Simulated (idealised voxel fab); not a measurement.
Module name: voxel trench capacitor (process module)
255 nm wide, 5 nm square cells: that's cross-section cut.
Think of the cross-section as a grid of square cells. We describe it in bands, top to bottom, and each band covers one or more rows of those cells. Read a band's entry like this: the first values are the height of its top and the height of its bottom in nm, and what follows is the sequence of materials from left to right, each with its width in nm. Note that "empty" is empty space, and that a single material marked "edge to edge" reaches across the band from edge to edge. For the purposes of this specification, 0 denotes the height below which the wafer in its as-received condition is composed wholly of one material, and the lowermost band, lacking a lower limit, extends downward without end, as expressed in "0..down". Width: "30..40" (first number = top row, second number = bottom row, same change from row to row of cells). Key: "all unchanged" - step with no changed cell in the cross-section. "Voids, sealed" - sealed voids, min. 8 cells, no opening to top; format: width x height at distance (distance from left edge; nm throughout). It should be noted that, on the line of a given step, the content following the step's settings is a remark produced by the simulator itself with respect to that step. "overlay nm", when on a step's line for a step with a mask, measures how far to the right of its planned place the mask lay; a negative measure means to the left.

### Process steps (planned)
1 RECEIVE, material Si
2 CONFORMAL_DEP, material SiN, thk nm 10
3 MASKED_ETCH, tone open, mask id TRENCH, width nm 25, pitch nm 50, etch materials SiN, depth nm 10, overlay nm 0
4 MASKED_ETCH, tone open, mask id TRENCH, width nm 25, pitch nm 50, etch materials Si, depth nm 40, overlay nm 0
5 CONFORMAL_DEP, material Al2O3, thk nm 5
6 CONFORMAL_DEP, material TiN, thk nm 5
7 FILL_DEP, material W, thk nm 5
8 CMP, height nm 10
Variable across wafers: step 6 thk nm (plan value is that of the first wafer; starting state common to all).

### Cross-section of the first incoming wafer of several, state after step 1
	0..down = Si edge to edge
	Voids, sealed: none

### Quick key for the table: a row per wafer, taken at the end of the module. For each material it tells you how many cells the wafer gained (+) or lost (-) since it came in, and the closed voids come after
thk nm 5; +46 Al2O3; -80 Si; +82 SiN; +38 TiN; +16 W; Voids, sealed: none
thk nm 10; +46 Al2O3; -80 Si; +82 SiN; +54 TiN; Voids, sealed: none
thk nm 15; +46 Al2O3; -80 Si; +82 SiN; +54 TiN; Voids, sealed: none
thk nm 20; +46 Al2O3; -80 Si; +82 SiN; +54 TiN; Voids, sealed: none
